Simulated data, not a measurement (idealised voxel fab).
process module | voxel self aligned contacts
cross-section cut | 270 nm wide | cells 5 nm
A cross-section is a grid of square cells, given in bands from the top down. A band is one or more rows of cells.
Each band's line starts with the height of the band's top and of its bottom, in nm. Then come its materials from left to right, each with its width in nm. One material with "throughout" fills the band from edge to edge. "air" is empty space.
Height 0 is the level under which the wafer as received is all one material. The lowest band goes on downwards, as in "0 down".
A width such as "30 to 40" changes by the same amount from each row of cells to the next, from the band's top row to its bottom row.
"no change" after a step means that no cell of the cross-section changed.
closed voids: empty space of 8 cells or more with no open way to the top, each as width x height at its distance from the left edge, in nm
after a step's settings: what the simulator itself notes on the step
overlay nm, on a step with a mask: how far to the right of its planned place the mask lay; to the left if negative
plan
1 op RECEIVE | material Si
2 op OXIDIZE | depth nm 5
3 op DIRECTIONAL_DEP | material polySi | thk nm 30
4 op DIRECTIONAL_DEP | material SiN | thk nm 20
5 op DIRECTIONAL_DEP | material aC | thk nm 10
6 op PATTERN | tone cover | mask id GATE | material resist | width nm 30 | pitch nm 75 | thk nm 30 | overlay nm 0
7 op DIRECTIONAL_ETCH | etch materials aC | depth nm 10
8 op STRIP | etch materials resist
9 op DIRECTIONAL_ETCH | etch materials SiN | depth nm 20
10 op DIRECTIONAL_ETCH | etch materials polySi | depth nm 30
11 op STRIP | etch materials aC
12 op CONFORMAL_DEP | material SiN | thk nm 10
13 op DIRECTIONAL_ETCH | etch materials SiN | depth nm 10
14 op FILL_DEP | material SiO2 | thk nm 20
15 op CMP | height nm 60
16 op DIRECTIONAL_DEP | material aC | thk nm 10
17 op PATTERN | tone open | mask id CONTACT | material resist | width nm 55 | thk nm 30 | overlay nm 0
18 op DIRECTIONAL_ETCH | etch materials aC | depth nm 10
19 op STRIP | etch materials resist
20 op DIRECTIONAL_ETCH | etch materials SiO2 | depth nm 65
21 op STRIP | etch materials aC
22 op CONFORMAL_DEP | material TiN | thk nm 5
23 op FILL_DEP | material Ru | thk nm 5
24 op CMP | height nm 60
25 op CONFORMAL_DEP | material SiN | thk nm 5
first wafer, as planned
as received, after step 1
  0 down: Si throughout
  closed voids: none
after step 2
  0 to -5: SiO2 throughout
  below -5: unchanged
after step 3
  30 to 0: polySi throughout
  below 0: unchanged
after step 4
  50 to 30: SiN throughout
  below 30: unchanged
after step 5
  60 to 50: aC throughout
  below 50: unchanged
after step 6
  90 to 60: air 80 | resist 30 | air 45 | resist 30 | air 85
  below 60: unchanged
after step 7
  80 to 60: air 80 | resist 30 | air 45 | resist 30 | air 85
  60 to 50: air 80 | aC 30 | air 45 | aC 30 | air 85
  below 50: unchanged
after step 8
  60 to 50: air 80 | aC 30 | air 45 | aC 30 | air 85
  below 50: unchanged
after step 9
  60 to 50: air 80 | aC 30 | air 45 | aC 30 | air 85
  50 to 30: air 80 | SiN 30 | air 45 | SiN 30 | air 85
  below 30: unchanged
after step 10
  60 to 50: air 80 | aC 30 | air 45 | aC 30 | air 85
  50 to 30: air 80 | SiN 30 | air 45 | SiN 30 | air 85
  30 to 0: air 80 | polySi 30 | air 45 | polySi 30 | air 85
  below 0: unchanged
after step 11
  50 to 30: air 80 | SiN 30 | air 45 | SiN 30 | air 85
  below 30: unchanged
after step 12
  60 to 30: air 70 | SiN 50 | air 25 | SiN 50 | air 75
  30 to 10: air 70 | SiN 10 | polySi 30 | SiN 10 | air 25 | SiN 10 | polySi 30 | SiN 10 | air 75
  10 to 0: SiN 80 | polySi 30 | SiN 45 | polySi 30 | SiN 85
  below 0: unchanged
after step 13
  50 to 30: air 70 | SiN 50 | air 25 | SiN 50 | air 75
  30 to 0: air 70 | SiN 10 | polySi 30 | SiN 10 | air 25 | SiN 10 | polySi 30 | SiN 10 | air 75
  below 0: unchanged
after step 14
  70 to 50: SiO2 throughout
  50 to 30: SiO2 70 | SiN 50 | SiO2 25 | SiN 50 | SiO2 75
  30 to 0: SiO2 70 | SiN 10 | polySi 30 | SiN 10 | SiO2 25 | SiN 10 | polySi 30 | SiN 10 | SiO2 75
  below 0: unchanged
after step 15
  60 to 50: SiO2 throughout
  below 50: unchanged
after step 16
  70 to 60: aC throughout
  below 60: unchanged
after step 17
  100 to 70: resist 105 | air 55 | resist 110
  below 70: unchanged
after step 18
  90 to 70: resist 105 | air 55 | resist 110
  70 to 60: aC 105 | air 55 | aC 110
  below 60: unchanged
after step 19
  70 to 60: aC 105 | air 55 | aC 110
  below 60: unchanged
after step 20
  70 to 60: aC 105 | air 55 | aC 110
  60 to 50: SiO2 105 | air 55 | SiO2 110
  50 to 30: SiO2 70 | SiN 50 | air 25 | SiN 50 | SiO2 75
  30 to 0: SiO2 70 | SiN 10 | polySi 30 | SiN 10 | air 25 | SiN 10 | polySi 30 | SiN 10 | SiO2 75
  0 to -5: SiO2 120 | air 25 | SiO2 125
  below -5: unchanged
after step 21
  60 to 50: SiO2 105 | air 55 | SiO2 110
  below 50: unchanged
after step 22
  65 to 60: TiN 110 | air 45 | TiN 115
  60 to 50: SiO2 105 | TiN 5 to 20 | air 45 to 15 | TiN 5 to 20 | SiO2 110
  50 to 30: SiO2 70 | SiN 50 | TiN 5 | air 15 | TiN 5 | SiN 50 | SiO2 75
  30 to 0: SiO2 70 | SiN 10 | polySi 30 | SiN 10 | TiN 5 | air 15 | TiN 5 | SiN 10 | polySi 30 | SiN 10 | SiO2 75
  0 to -5: SiO2 120 | TiN 25 | SiO2 125
  below -5: unchanged
after step 23
  70 to 65: Ru throughout
  65 to 60: TiN 110 | Ru 45 | TiN 115
  60 to 50: SiO2 105 | TiN 5 to 20 | Ru 45 to 15 | TiN 5 to 20 | SiO2 110
  50 to 30: SiO2 70 | SiN 50 | TiN 5 | Ru 15 | TiN 5 | SiN 50 | SiO2 75
  30 to 0: SiO2 70 | SiN 10 | polySi 30 | SiN 10 | TiN 5 | Ru 15 | TiN 5 | SiN 10 | polySi 30 | SiN 10 | SiO2 75
  below 0: unchanged
after step 24
  60 to 50: SiO2 105 | TiN 5 to 20 | Ru 45 to 15 | TiN 5 to 20 | SiO2 110
  below 50: unchanged
after step 25
  65 to 60: SiN throughout
  below 60: unchanged
second wafer: like start, like plan, one mistake. Through step 11 it matches the first wafer
when step 12 should have ended: no change
when step 13 should have ended
  40 to 30: air 80 | SiN 30 | air 45 | SiN 30 | air 85
  below 30: unchanged
when step 14 should have ended
  60 to 40: SiO2 throughout
  40 to 30: SiO2 80 | SiN 30 | SiO2 45 | SiN 30 | SiO2 85
  30 to 0: SiO2 80 | polySi 30 | SiO2 45 | polySi 30 | SiO2 85
  below 0: unchanged
when step 15 should have ended: no change
when step 16 should have ended
  70 to 60: aC throughout
  below 60: unchanged
when step 17 should have ended
  100 to 70: resist 105 | air 55 | resist 110
  below 70: unchanged
when step 18 should have ended
  90 to 70: resist 105 | air 55 | resist 110
  70 to 60: aC 105 | air 55 | aC 110
  below 60: unchanged
when step 19 should have ended
  70 to 60: aC 105 | air 55 | aC 110
  below 60: unchanged
when step 20 should have ended
  70 to 60: aC 105 | air 55 | aC 110
  60 to 40: SiO2 105 | air 55 | SiO2 110
  40 to 30: SiO2 80 | SiN 30 | air 45 | SiN 30 | SiO2 85
  30 to 0: SiO2 80 | polySi 30 | air 45 | polySi 30 | SiO2 85
  0 to -5: SiO2 110 | air 45 | SiO2 115
  below -5: unchanged
when step 21 should have ended
  60 to 40: SiO2 105 | air 55 | SiO2 110
  below 40: unchanged
when step 22 should have ended
  65 to 60: TiN 110 | air 45 | TiN 115
  60 to 45: SiO2 105 | TiN 5 | air 45 | TiN 5 | SiO2 110
  45 to 40: SiO2 105 | TiN 10 | air 35 | TiN 10 | SiO2 110
  40 to 30: SiO2 80 | SiN 30 | TiN 5 | air 35 | TiN 5 | SiN 30 | SiO2 85
  30 to 0: SiO2 80 | polySi 30 | TiN 5 | air 35 | TiN 5 | polySi 30 | SiO2 85
  0 to -5: SiO2 110 | TiN 45 | SiO2 115
  below -5: unchanged
when step 23 should have ended
  70 to 65: Ru throughout
  65 to 60: TiN 110 | Ru 45 | TiN 115
  60 to 45: SiO2 105 | TiN 5 | Ru 45 | TiN 5 | SiO2 110
  45 to 40: SiO2 105 | TiN 10 | Ru 35 | TiN 10 | SiO2 110
  40 to 30: SiO2 80 | SiN 30 | TiN 5 | Ru 35 | TiN 5 | SiN 30 | SiO2 85
  30 to 0: SiO2 80 | polySi 30 | TiN 5 | Ru 35 | TiN 5 | polySi 30 | SiO2 85
  below 0: unchanged
when step 24 should have ended
  60 to 45: SiO2 105 | TiN 5 | Ru 45 | TiN 5 | SiO2 110
  below 45: unchanged
when step 25 should have ended
  65 to 60: SiN throughout
  below 60: unchanged
what went wrong: step 12 was left out
at the end the second wafer has, in cells: 48 more of Ru | 104 fewer of SiN | 56 more of SiO2
